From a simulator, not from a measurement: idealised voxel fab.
This section sets out a process module, namely voxel self aligned contacts.
For reference, the cross-section in this document is cut, with width 235 nm and square cells of 5 nm.
Reading order for cross-sections: top band down to bottom band. Underlying form: a grid of square cells. Band size: one or more rows of cells. Top, bottom (nm), then materials left to right with widths (nm); lone material tagged "everywhere" fills the whole band edge to edge; "blank" = empty space. Counting heights begins at 0, where everything beneath is, in the wafer as received, one material. The lowest band has no bottom; it goes on downwards, as "top 0, no bottom" shows. Width: "30->40" (first number = top row, second number = bottom row, same change from row to row of cells). When a step is marked "no modifications", none of the cells in the cross-section changed during that step. What "Fully enclosed voids" gives you is every empty space of 8 cells or more that is cut off from the top. Each appears as width x height at distance, with the distance taken from the left edge and width, height and distance all in nm. Text after the settings on a step's line: the simulator's own remark on that step. Among the settings permitted on a step's line is "overlay nm"; applied to a step with a mask, it specifies the extent to which the mask lay to the right of its planned position, whereas a negative figure signifies a position to the left.

[Below is the list of planned process steps]
1) op RECEIVE | material Si
2) op OXIDIZE | depth nm 5
3) op DIRECTIONAL_DEP | material polySi | thk nm 25
4) op DIRECTIONAL_DEP | material SiN | thk nm 15
5) op MASKED_ETCH | tone cover | mask id GATE | width nm 25 | pitch nm 50 | etch materials SiN | depth nm 15 | overlay nm 0
6) op MASKED_ETCH | tone cover | mask id GATE | width nm 15 | pitch nm 50 | etch materials polySi | depth nm 25 | overlay nm 0
7) op CONFORMAL_DEP | material SiN | thk nm 5
8) op DIRECTIONAL_ETCH | etch materials SiN | depth nm 5
9) op FILL_DEP | material SiO2 | thk nm 20
10) op CMP | height nm 50
11) op PATTERN | tone open | mask id CONTACT | material resist | width nm 35 | thk nm 15 | overlay nm 0
12) op DIRECTIONAL_ETCH | etch materials SiO2 | depth nm 55
13) op STRIP | etch materials resist
14) op CONFORMAL_DEP | material TiN | thk nm 5
15) op FILL_DEP | material W | thk nm 5
16) op CMP | height nm 50
17) op CONFORMAL_DEP | material SiCN | thk nm 5
The wafers in this document start out alike and differ in the width nm applied at step 6; the plan shows the value used for the first wafer.

[First of several wafers (as received, post step 1), cross-sectional view]
  top 0, no bottom  Si everywhere
  Fully enclosed voids: none

[Here is how to read the rows: every wafer has a row, and it shows the wafer at the end of the module, giving for each material how many cells were gained (+) or lost (-) since the wafer was received, then listing its closed voids]
width nm 15, -47 Si, +47 SiCN, +62 SiN, +364 SiO2, +27 TiN, +14 W, +50 polySi, Fully enclosed voids: none
width nm 20, -47 Si, +47 SiCN, +62 SiN, +364 SiO2, +27 TiN, +14 W, +50 polySi, Fully enclosed voids: none
width nm 25, -47 Si, +47 SiCN, +62 SiN, +364 SiO2, +27 TiN, +14 W, +50 polySi, Fully enclosed voids: none
width nm 30, -47 Si, +47 SiCN, +62 SiN, +360 SiO2, +27 TiN, +8 W, +60 polySi, Fully enclosed voids: none
width nm 35, -47 Si, +47 SiCN, +62 SiN, +356 SiO2, +21 TiN, +8 W, +70 polySi, Fully enclosed voids: none
